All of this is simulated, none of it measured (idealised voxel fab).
The process module presented herein is designated voxel air gaps.
Square cell edge 5 nm, section width 300 nm, ID cut.
When this document writes out a cross-section, it uses a grid of square cells and lists it as bands, beginning at the top and moving down, with a band standing for one or more rows of cells. Each band's line starts with the height of the band's top and of its bottom, in nm. Then come its materials from left to right, each with its width in nm. One material with "everywhere" fills the band from edge to edge. "empty" is empty space. Heights are measured from 0, the level below which the as-received wafer is all one material; the lowest band has no bottom and continues downward, written as in "z 0 and below". You'd read "30->40" like this: the band's top row of cells is as wide as the first number, its bottom row is as wide as the second, and going down, every row changes width by the same amount as the row before did. A step reported as "identical to before" is a step in which no cell of the cross-section changed. This entry, "Sealed cavities", enumerates those empty regions of no fewer than 8 cells that possess no open connection to the top. Each region is reported in the form width x height at distance, the distance being taken from the left edge, with all three quantities expressed in nm. Formally, on a step line, whatever follows the settings is a remark that the simulator itself makes on the step. Each step line may optionally specify "overlay nm", which for a step with a mask gives the rightward distance between the mask's planned place and where it lay, a negative value indicating the leftward direction.

**The process steps that were planned are listed below**
- 1: op RECEIVE | material Si
- 2: op CONFORMAL_DEP | material SiO2 | thk nm 10
- 3: op CONFORMAL_DEP | material SiN | thk nm 5
- 4: op DIRECTIONAL_DEP | material lowk | thk nm 40
- 5: op MASKED_ETCH | tone open | mask id LINES | width nm 15 | pitch nm 45 | etch materials lowk | depth nm 40 | overlay nm 0
- 6: op CONFORMAL_DEP | material TiN | thk nm 5
- 7: op FILL_DEP | material Ru | thk nm 10
- 8: op CMP | height nm 55
- 9: op EPI | material Ru | thk nm 10
- 10: op SELECTIVE_ETCH | etch materials lowk | depth nm 50
- 11: op CONFORMAL_DEP | material SiN | thk nm 5

**Delivered wafer in cross-section: state after step 1**
z 0 and below | Si everywhere
Sealed cavities: none

**Sectioned view, first of two wafers, at the close of the module, processed as intended in the plan**
z 70 to 65 | 80 empty, then 135 SiN, then 85 empty
z 65 to 55 | 80 empty, then 5 SiN, then 35 Ru, then 10 SiN, then 35 Ru, then 10 SiN, then 35 Ru, then 5 SiN, then 85 empty
z 55 to 50 | 80 empty, then 15 SiN, then 5 TiN, then 5 Ru, then 5 TiN, then 30 SiN, then 5 TiN, then 5 Ru, then 5 TiN, then 30 SiN, then 5 TiN, then 5 Ru, then 5 TiN, then 15 SiN, then 85 empty
z 50 to 20 | 90 empty, then 5 SiN, then 5 TiN, then 5 Ru, then 5 TiN, then 5 SiN, then 20 empty, then 5 SiN, then 5 TiN, then 5 Ru, then 5 TiN, then 5 SiN, then 20 empty, then 5 SiN, then 5 TiN, then 5 Ru, then 5 TiN, then 5 SiN, then 95 empty
z 20 to 15 | 95 SiN, then 15 TiN, then 30 SiN, then 15 TiN, then 30 SiN, then 15 TiN, then 100 SiN
z 15 to 10 | SiN everywhere
z 10 to 0 | SiO2 everywhere
z 0 and below | Si everywhere
Sealed cavities: 20 x 30 at 115; 20 x 30 at 160

**This cross-section belongs to the second wafer of two at the end of the module; the start and the plan were shared with the first, and the run included one mistake**
z 80 to 75 | 70 empty, then 155 SiN, then 75 empty
z 75 to 55 | 70 empty, then 5 SiN, then 145 Ru, then 5 SiN, then 75 empty
z 55 to 50 | 70 empty, then 25 SiN, then 5 TiN, then 5 Ru, then 5 TiN, then 30 lowk, then 5 TiN, then 5 Ru, then 5 TiN, then 30 lowk, then 5 TiN, then 5 Ru, then 5 TiN, then 25 SiN, then 75 empty
z 50 to 20 | 90 empty, then 5 SiN, then 5 TiN, then 5 Ru, then 5 TiN, then 30 lowk, then 5 TiN, then 5 Ru, then 5 TiN, then 30 lowk, then 5 TiN, then 5 Ru, then 5 TiN, then 5 SiN, then 95 empty
z 20 to 15 | 95 SiN, then 15 TiN, then 30 lowk, then 15 TiN, then 30 lowk, then 15 TiN, then 100 SiN
z 15 to 10 | SiN everywhere
z 10 to 0 | SiO2 everywhere
z 0 and below | Si everywhere
Sealed cavities: none
Error vs. plan: heads up, step 9 of the plan got done twice
Looking at both finished wafers in cells, the second ends up ahead of or behind the first on some materials: +74 Ru; -44 SiN; +96 lowk
The final tally of closed voids stands at 2 on the first wafer and 0 on the second.
